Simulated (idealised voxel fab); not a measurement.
process module | voxel wiring stack
cross-section cut | 235 nm wide | cells 5 nm
A cross-section is a grid of square cells, given in bands from the top down. A band is one or more rows of cells.
Each band's line starts with the height of the band's top and of its bottom, in nm. Then come its materials from left to right, each with its width in nm. One material with "throughout" fills the band from edge to edge. "air" is empty space.
Height 0 is the level under which the wafer as received is all one material. The lowest band goes on downwards, as in "0 down".
A width such as "30 to 40" changes by the same amount from each row of cells to the next, from the band's top row to its bottom row.
"no change" after a step means that no cell of the cross-section changed.
closed voids: empty space of 8 cells or more with no open way to the top, each as width x height at its distance from the left edge, in nm
after a step's settings: what the simulator itself notes on the step
overlay nm, on a step with a mask: how far to the right of its planned place the mask lay; to the left if negative
plan
1 op RECEIVE | material Si
2 op CONFORMAL_DEP | material SiO2 | thk nm 10
3 op DIRECTIONAL_DEP | material TiN | thk nm 5
4 op DIRECTIONAL_DEP | material W | thk nm 15
5 op MASKED_ETCH | tone cover | mask id METAL_1 | width nm 20 | pitch nm 50 | etch materials W | depth nm 15 | overlay nm 0
6 op MASKED_ETCH | tone cover | mask id METAL_1 | width nm 20 | pitch nm 50 | etch materials TiN | depth nm 5 | overlay nm 0
7 op FILL_DEP | material SiO2 | thk nm 10
8 op CMP | height nm 30
9 op CONFORMAL_DEP | material SiCN | thk nm 5
10 op DIRECTIONAL_DEP | material lowk | thk nm 25
11 op MASKED_ETCH | tone open | mask id METAL_2 | width nm 20 | pitch nm 50 | etch materials lowk | depth nm 15 | overlay nm 0
12 op PATTERN | tone open | mask id METAL_2_HOLES | material resist | width nm 15 | pitch nm 50 | thk nm 15 | overlay nm 0
13 op DIRECTIONAL_ETCH | etch materials lowk | depth nm 10
14 op DIRECTIONAL_ETCH | etch materials SiCN | depth nm 5
15 op STRIP | etch materials resist
16 op CONFORMAL_DEP | material TiN | thk nm 5
17 op FILL_DEP | material Ru | thk nm 5
18 op CMP | height nm 50
19 op CONFORMAL_DEP | material SiCN | thk nm 5
20 op DIRECTIONAL_DEP | material SiO2 | thk nm 20
21 op MASKED_ETCH | tone open | mask id PLUG_2 | width nm 15 | pitch nm 100 | etch materials SiO2 | depth nm 20 | overlay nm 0
22 op MASKED_ETCH | tone open | mask id PLUG_2 | width nm 15 | pitch nm 100 | etch materials SiCN | depth nm 5 | overlay nm 0
23 op CONFORMAL_DEP | material TiN | thk nm 5
24 op FILL_DEP | material Cu | thk nm 5
25 op CMP | height nm 85
26 op CONFORMAL_DEP | material SiN | thk nm 5
27 op DIRECTIONAL_DEP | material lowk | thk nm 20
28 op DIRECTIONAL_DEP | material aC | thk nm 10
29 op PATTERN | tone open | mask id METAL_3 | material resist | width nm 20 | pitch nm 50 | thk nm 30 | overlay nm 0
30 op DIRECTIONAL_ETCH | etch materials aC | depth nm 10
31 op STRIP | etch materials resist
32 op DIRECTIONAL_ETCH | etch materials lowk | depth nm 20
33 op DIRECTIONAL_ETCH | etch materials SiN | depth nm 5
34 op STRIP | etch materials aC
35 op CONFORMAL_DEP | material TiN | thk nm 5
36 op FILL_DEP | material Cu | thk nm 5
37 op CMP | height nm 110
38 op EPI | material Ru | thk nm 5
39 op FILL_DEP | material SiCN | thk nm 5
varied across the wafers: height nm of step 18. The plan shows the first wafer's value. All wafers start alike
first wafer as received, after step 1
  0 down: Si throughout
  closed voids: none
each wafer at the end: cells of each material gained (+) or lost (-) since it was received, then its closed voids
height nm 50 | +89 Cu | +36 Ru | +146 SiCN | +31 SiN | +382 SiO2 | +171 TiN | +48 W | +225 lowk | closed voids: none
height nm 55 | +42 Cu | +44 Ru | +146 SiCN | +31 SiN | +382 SiO2 | +179 TiN | +48 W | +256 lowk | closed voids: none
height nm 60 | +40 Cu | +52 Ru | +146 SiCN | +31 SiN | +382 SiO2 | +142 TiN | +48 W | +287 lowk | closed voids: none
height nm 65 | +38 Cu | +60 Ru | +146 SiCN | +31 SiN | +341 SiO2 | +177 TiN | +48 W | +287 lowk | closed voids: none
height nm 70 | +36 Cu | +107 Ru | +146 SiCN | +31 SiN | +300 SiO2 | +173 TiN | +48 W | +287 lowk | closed voids: none
